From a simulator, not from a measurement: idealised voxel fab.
process module | voxel double patterning
cross-section cut | 230 nm wide | cells 5 nm
A cross-section is a grid of square cells, given in bands from the top down. A band is one or more rows of cells.
Each band's line starts with the height of the band's top and of its bottom, in nm. Then come its materials from left to right, each with its width in nm. One material with "throughout" fills the band from edge to edge. "air" is empty space.
Height 0 is the level under which the wafer as received is all one material. The lowest band goes on downwards, as in "0 down".
A width such as "30 to 40" changes by the same amount from each row of cells to the next, from the band's top row to its bottom row.
"no change" after a step means that no cell of the cross-section changed.
closed voids: empty space of 8 cells or more with no open way to the top, each as width x height at its distance from the left edge, in nm
after a step's settings: what the simulator itself notes on the step
overlay nm, on a step with a mask: how far to the right of its planned place the mask lay; to the left if negative
plan
1 op RECEIVE | material Si
2 op CONFORMAL_DEP | material SiO2 | thk nm 5
3 op DIRECTIONAL_DEP | material W | thk nm 20
4 op DIRECTIONAL_DEP | material SiCN | thk nm 10
5 op DIRECTIONAL_DEP | material aC | thk nm 10
6 op PATTERN | tone open | mask id FIRST | material resist | width nm 15 | pitch nm 50 | thk nm 25 | overlay nm 0
7 op DIRECTIONAL_ETCH | etch materials aC | depth nm 10
8 op STRIP | etch materials resist
9 op DIRECTIONAL_ETCH | etch materials SiCN | depth nm 10
10 op STRIP | etch materials aC
11 op MASKED_ETCH | tone open | mask id SECOND | width nm 15 | pitch nm 50 | etch materials SiCN | depth nm 10 | overlay nm 0
12 op DIRECTIONAL_ETCH | etch materials W | depth nm 20
13 op STRIP | etch materials SiCN
first wafer, as planned
as received, after step 1
  0 down: Si throughout
  closed voids: none
after step 2
  5 to 0: SiO2 throughout
  below 0: unchanged
after step 3
  25 to 5: W throughout
  below 5: unchanged
after step 4
  35 to 25: SiCN throughout
  below 25: unchanged
after step 5
  45 to 35: aC throughout
  below 35: unchanged
after step 6
  70 to 45: resist 55 | air 15 | resist 35 | air 15 | resist 35 | air 15 | resist 60
  below 45: unchanged
after step 7
  60 to 45: resist 55 | air 15 | resist 35 | air 15 | resist 35 | air 15 | resist 60
  45 to 35: aC 55 | air 15 | aC 35 | air 15 | aC 35 | air 15 | aC 60
  below 35: unchanged
after step 8
  45 to 35: aC 55 | air 15 | aC 35 | air 15 | aC 35 | air 15 | aC 60
  below 35: unchanged
after step 9
  45 to 35: aC 55 | air 15 | aC 35 | air 15 | aC 35 | air 15 | aC 60
  35 to 25: SiCN 55 | air 15 | SiCN 35 | air 15 | SiCN 35 | air 15 | SiCN 60
  below 25: unchanged
after step 10
  35 to 25: SiCN 55 | air 15 | SiCN 35 | air 15 | SiCN 35 | air 15 | SiCN 60
  below 25: unchanged
after step 11
  35 to 25: SiCN 55 | air 15 | SiCN 10 | air 15 | SiCN 10 | air 15 | SiCN 10 | air 15 | SiCN 10 | air 15 | SiCN 60
  below 25: unchanged
after step 12
  35 to 25: SiCN 55 | air 15 | SiCN 10 | air 15 | SiCN 10 | air 15 | SiCN 10 | air 15 | SiCN 10 | air 15 | SiCN 60
  25 to 5: W 55 | air 15 | W 10 | air 15 | W 10 | air 15 | W 10 | air 15 | W 10 | air 15 | W 60
  below 5: unchanged
after step 13
  25 to 5: W 55 | air 15 | W 10 | air 15 | W 10 | air 15 | W 10 | air 15 | W 10 | air 15 | W 60
  below 5: unchanged
second wafer: like start, like plan, one mistake. Through step 1 it matches the first wafer
when step 2 should have ended
  20 to 0: W throughout
  below 0: unchanged
when step 3 should have ended
  25 to 20: SiO2 throughout
  below 20: unchanged
when step 4 should have ended
  35 to 25: SiCN throughout
  below 25: unchanged
when step 5 should have ended
  45 to 35: aC throughout
  below 35: unchanged
when step 6 should have ended
  70 to 45: resist 55 | air 15 | resist 35 | air 15 | resist 35 | air 15 | resist 60
  below 45: unchanged
when step 7 should have ended
  60 to 45: resist 55 | air 15 | resist 35 | air 15 | resist 35 | air 15 | resist 60
  45 to 35: aC 55 | air 15 | aC 35 | air 15 | aC 35 | air 15 | aC 60
  below 35: unchanged
when step 8 should have ended
  45 to 35: aC 55 | air 15 | aC 35 | air 15 | aC 35 | air 15 | aC 60
  below 35: unchanged
when step 9 should have ended
  45 to 35: aC 55 | air 15 | aC 35 | air 15 | aC 35 | air 15 | aC 60
  35 to 25: SiCN 55 | air 15 | SiCN 35 | air 15 | SiCN 35 | air 15 | SiCN 60
  below 25: unchanged
when step 10 should have ended
  35 to 25: SiCN 55 | air 15 | SiCN 35 | air 15 | SiCN 35 | air 15 | SiCN 60
  below 25: unchanged
when step 11 should have ended
  35 to 25: SiCN 55 | air 15 | SiCN 10 | air 15 | SiCN 10 | air 15 | SiCN 10 | air 15 | SiCN 10 | air 15 | SiCN 60
  below 25: unchanged
when step 12 should have ended: no change
when step 13 should have ended
  25 to 20: SiO2 throughout
  below 20: unchanged
what went wrong: steps 2 and 3 were swapped
at the end the second wafer has, in cells: 60 more of W
